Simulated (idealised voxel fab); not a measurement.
Name of the process module below: voxel fin reveal
This is section cut - it's 210 nm across, gridded in 5 nm square cells.
Square cells in a grid make up a cross-section in this document, and the grid is given as bands, listed from the top down, each one or more rows of cells.
Quick guide to a band line: top height, bottom height (nm) up front; then every material left to right with its width in nm. Only one material and it's marked "full width"? Then it fills the band edge to edge. And "air" just means empty space.
The reference from which all heights are counted is 0, the level beneath which the as-received wafer is entirely one material; the lowest band, having no lower bound, proceeds downward and is written after the example "z 0 and below".
When a width is written as two numbers, as in "30->40", the first number is the width in the top row of cells of the band and the second is the width in its bottom row, and the width changes by the same amount from each row to the next.
Key: "nothing changed" - step with no changed cell in the cross-section.
Closed empty spaces (no open way to the top) of 8 cells or more are what "Sealed void listing" lists, each as width x height at distance from the left edge, nm for all three.
Where a step's line continues beyond its settings, the continuation is a remark by the simulator itself on that step.
"overlay nm" answers the question of how far to the right of plan the mask lay on a step that has a mask, and when it is negative the answer is to the left.

Intended process steps:
1 RECEIVE: material Si
2 CONFORMAL_DEP: material SiN, thk nm 10
3 DIRECTIONAL_DEP: material aC, thk nm 15
4 PATTERN: tone cover, mask id FINS, material resist, width nm 15, pitch nm 40, thk nm 30, overlay nm 0
5 DIRECTIONAL_ETCH: etch materials aC, depth nm 15
6 STRIP: etch materials resist
7 DIRECTIONAL_ETCH: etch materials SiN, depth nm 10
8 DIRECTIONAL_ETCH: etch materials Si, depth nm 30
9 STRIP: etch materials aC
10 FILL_DEP: material SiO2, thk nm 15
11 CMP: height nm 10
12 SELECTIVE_ETCH: etch materials SiO2, depth nm 30
13 STRIP: etch materials SiN
14 CONFORMAL_DEP: material HfO2, thk nm 5

Delivered wafer in cross-section: state after step 1:
* z 0 and below: Si full width
* Sealed void listing: none

Wafer at module end, in section. Began as above, planned as above, run with one mistake:
* z 5 to 0: air 70; aC 25; air 15; aC 25; air 75
* z 0 to -15: air 70; aC 5; Si 15; aC 5; air 15; aC 5; Si 15; aC 5; air 75
* z -15 to -20: aC 75; Si 15; aC 25; Si 15; aC 80
* z -20 to -30: SiO2 75; Si 15; SiO2 25; Si 15; SiO2 80
* z -30 and below: Si full width
* Sealed void listing: none
It is concluded that the wafer was processed incorrectly with respect to the plan, in that step 14 deviated from plan and actually ran as CONFORMAL_DEP: material aC, thk nm 5
